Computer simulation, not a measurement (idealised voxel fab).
Process module heading - voxel self aligned vias
280 nm wide, 5 nm square cells: that's cross-section cut.
Just so we're on the same page, the cross-sections are grids of square cells, and they're listed out in bands top to bottom, each band one or more rows deep.
Within each band entry, the heights of the top and of the bottom of the band appear first, in that order and in nm; the materials of the band then follow from left to right, each with its corresponding width in nm. The designation "everywhere" on a single material indicates that it fills the band from edge to edge; the designation "blank" indicates empty space.
The level at which height equals 0 is the one under which the wafer, as it arrives, is entirely one material. No lower edge exists for the bottom band, which continues downward and is notated as in "z 0 and below".
Think of "30->40" as a width that walks from the first number to the second as you go down the band, top row to bottom row, taking equal-sized steps from row to row.
Reading "changes: none" for a step: not a cell of the cross-section changed in it.
The entry "Closed cavity list" lists the empty spaces that cover at least 8 cells and have no open path to the top. Each is written as width x height at distance, where the distance is measured from the left edge and all three values are in nm.
Post-settings text on a step line: simulator's own remark regarding the step.
Each step line may optionally specify "overlay nm", which for a step with a mask gives the rightward distance between the mask's planned place and where it lay, a negative value indicating the leftward direction.

### Planned step list for the process
1,RECEIVE (material Si)
2,CONFORMAL_DEP (material SiO2; thk nm 10)
3,CONFORMAL_DEP (material SiCN; thk nm 5)
4,DIRECTIONAL_DEP (material SiO2; thk nm 30)
5,MASKED_ETCH (tone open; mask id LINES; width nm 30; pitch nm 70; etch materials SiO2; depth nm 30; overlay nm 0)
6,CONFORMAL_DEP (material TiN; thk nm 5)
7,FILL_DEP (material Ru; thk nm 10)
8,CMP (height nm 45)
9,SELECTIVE_ETCH (etch materials W Ru TiN; depth nm 5)
10,FILL_DEP (material SiN; thk nm 5)
11,CMP (height nm 45)
12,DIRECTIONAL_DEP (material SiO2; thk nm 20)
13,MASKED_ETCH (tone open; mask id VIAS; width nm 50; etch materials SiO2; depth nm 20; overlay nm 0)
14,MASKED_ETCH (tone open; mask id VIAS; width nm 50; etch materials SiN; depth nm 5; overlay nm -15)
15,CONFORMAL_DEP (material TiN; thk nm 5)
16,FILL_DEP (material W; thk nm 10)
17,CMP (height nm 65)
18,CONFORMAL_DEP (material SiCN; thk nm 5)
The wafers in this document start out alike and differ in the overlay nm applied at step 14; the plan shows the value used for the first wafer.

### Cross-section, first of several wafers, as delivered after step 1
z 0 and below | Si everywhere
Closed cavity list: none

### Below, a row for every wafer. Read it as the end-of-module picture: for each material the wafer shows its cells gained (+) or lost (-) since it was received, and then its closed voids
overlay nm -15; +32 Ru; +112 SiCN; +7 SiN; +560 SiO2; +46 TiN; +27 W; Closed cavity list: none
overlay nm -10; +32 Ru; +112 SiCN; +6 SiN; +560 SiO2; +46 TiN; +28 W; Closed cavity list: none
overlay nm -5; +32 Ru; +112 SiCN; +6 SiN; +560 SiO2; +46 TiN; +28 W; Closed cavity list: none
overlay nm 0; +32 Ru; +112 SiCN; +6 SiN; +560 SiO2; +46 TiN; +28 W; Closed cavity list: none
overlay nm 5; +32 Ru; +112 SiCN; +6 SiN; +560 SiO2; +46 TiN; +28 W; Closed cavity list: none
overlay nm 10; +32 Ru; +112 SiCN; +6 SiN; +560 SiO2; +46 TiN; +28 W; Closed cavity list: none
overlay nm 15; +32 Ru; +112 SiCN; +7 SiN; +560 SiO2; +46 TiN; +27 W; Closed cavity list: none
